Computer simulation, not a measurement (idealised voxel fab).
This section sets out a process module, namely voxel gate over fins.
It is cross-section cut that appears here, measuring 150 nm in width, its square cells being 5 nm in size.
Bands, listed from the top down, are how a cross-section gets written in this document; the cross-section itself is a grid of square cells, and a band is one or more rows of them.
Heights first: top, then bottom, in nm. Then materials, left to right, each with a width in nm. "all across" on a single material: fills the band edge to edge. "empty": empty space.
The reference from which all heights are counted is 0, the level beneath which the as-received wafer is entirely one material; the lowest band, having no lower bound, proceeds downward and is written after the example "top 0, no bottom".
Graded width ("30 to 40"): value in top row of band = first number; value in bottom row = second number; row-to-row change constant.
"nothing different" means the step left every cell of the cross-section as it was.
Each empty space that has no open way to the top and spans at least 8 cells appears under "Closed void list" as width x height at distance, the distance counted from the left edge, all in nm.
Whatever follows a step's settings on its line is a remark the simulator itself makes about that step.
overlay nm: mask right of planned place by this much (step with mask). Neg. = left.
[Steps planned for the process]
1,RECEIVE | material Si
2,CONFORMAL_DEP | material SiN | thk nm 5
3,MASKED_ETCH | tone cover | mask id FINS | width nm 15 | pitch nm 40 | etch materials SiN | depth nm 5 | overlay nm 0
4,MASKED_ETCH | tone cover | mask id FINS | width nm 15 | pitch nm 40 | etch materials Si | depth nm 40 | overlay nm 0
5,FILL_DEP | material SiO2 | thk nm 10
6,CMP | height nm 5
7,SELECTIVE_ETCH | etch materials SiO2 | depth nm 5
8,STRIP | etch materials SiN
9,CONFORMAL_DEP | material HfO2 | thk nm 5
10,CONFORMAL_DEP | material TiN | thk nm 5
11,FILL_DEP | material W | thk nm 15
12,CMP | height nm 20
13,CONFORMAL_DEP | material SiN | thk nm 5
Keep in mind the plan's value for the depth nm of step 7 comes from the first wafer; the wafers don't share that setting, but they do share the same starting point.
[Cross-section of the first of several wafers on receipt, reflecting completion of step 1]
  top 0, no bottom: Si all across
  Closed void list: none
[Basically each wafer gets a line in the table, showing it at the end of the module: material by material, the cells it gained (+) or lost (-) since we got it, then its closed voids]
depth nm 5 | +30 HfO2 | -168 Si | +30 SiN | +168 SiO2 | +30 TiN | +60 W | Closed void list: none
depth nm 10 | +36 HfO2 | -168 Si | +30 SiN | +147 SiO2 | +36 TiN | +69 W | Closed void list: none
depth nm 15 | +42 HfO2 | -168 Si | +30 SiN | +126 SiO2 | +42 TiN | +78 W | Closed void list: none
depth nm 20 | +48 HfO2 | -168 Si | +30 SiN | +105 SiO2 | +48 TiN | +87 W | Closed void list: none
depth nm 25 | +54 HfO2 | -168 Si | +30 SiN | +84 SiO2 | +54 TiN | +96 W | Closed void list: none
depth nm 30 | +60 HfO2 | -168 Si | +30 SiN | +63 SiO2 | +60 TiN | +105 W | Closed void list: none
